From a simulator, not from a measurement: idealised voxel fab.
Process module in this document: voxel trench capacitor
Cross-section cut spans 220 nm and uses square cells 5 nm in size.
Cross-section = grid of square cells, listed top down in bands; band = one or more rows.
The entry gives the band's vertical extent as a top height and a bottom height in nm, then its horizontal make-up as materials from left to right, each with a width in nm. "empty" stands for empty space; a single material marked "full width" fills the band edge to edge.
Heights from 0 (as-received wafer is one material below). Bottom band endless downward, as "z 0 and below".
Quick explanation for "30->40": the width changes in equal steps down the rows of cells, from the first number in the band's top row to the second number in its bottom row.
Take "nothing altered" at face value: in the step it is given for, the cross-section changed in none of its cells.
For the entry "Internal closed voids", the listed items are empty spaces with no open way to the top whose size is 8 cells or more; each item follows the pattern width x height at distance, where distance is from the left edge and all three are in nm.
On a step's line, text after the settings is the simulator commenting on that step.
Regarding "overlay nm": on a step with a mask, it is the distance the mask lay to the right of its planned place; a negative value places it to the left.
**Steps in the process plan**
step 1: RECEIVE with material Si
step 2: CONFORMAL_DEP with material SiN, thk nm 10
step 3: DIRECTIONAL_DEP with material aC, thk nm 15
step 4: PATTERN with tone open, mask id TRENCH, material resist, width nm 20, pitch nm 50, thk nm 30, overlay nm 0
step 5: DIRECTIONAL_ETCH with etch materials aC, depth nm 15
step 6: STRIP with etch materials resist
step 7: DIRECTIONAL_ETCH with etch materials SiN, depth nm 10
step 8: DIRECTIONAL_ETCH with etch materials Si, depth nm 30
step 9: STRIP with etch materials aC
step 10: CONFORMAL_DEP with material Al2O3, thk nm 5
step 11: FILL_DEP with material polySi, thk nm 5
step 12: CMP with height nm 10
**Received-state cross-section, reflecting completion of step 1**
z 0 and below  Si full width
Internal closed voids: none
**Cross-section at module end, one run error; start and plan unchanged from above**
z 10 to 0  70 nm polySi, then 5 nm Al2O3, then 20 nm SiN, then 5 nm Al2O3, then 20 nm polySi, then 5 nm Al2O3, then 20 nm SiN, then 5 nm Al2O3, then 70 nm polySi
z 0 to -25  70 nm polySi, then 5 nm Al2O3, then 20 nm Si, then 5 nm Al2O3, then 20 nm polySi, then 5 nm Al2O3, then 20 nm Si, then 5 nm Al2O3, then 70 nm polySi
z -25 to -30  75 nm Al2O3, then 20 nm Si, then 30 nm Al2O3, then 20 nm Si, then 75 nm Al2O3
z -30 and below  Si full width
Internal closed voids: none
The plan and the run diverged here: step 4 was not run as planned; what actually ran was PATTERN with tone cover, mask id TRENCH, material resist, width nm 20, pitch nm 50, thk nm 30, overlay nm 0
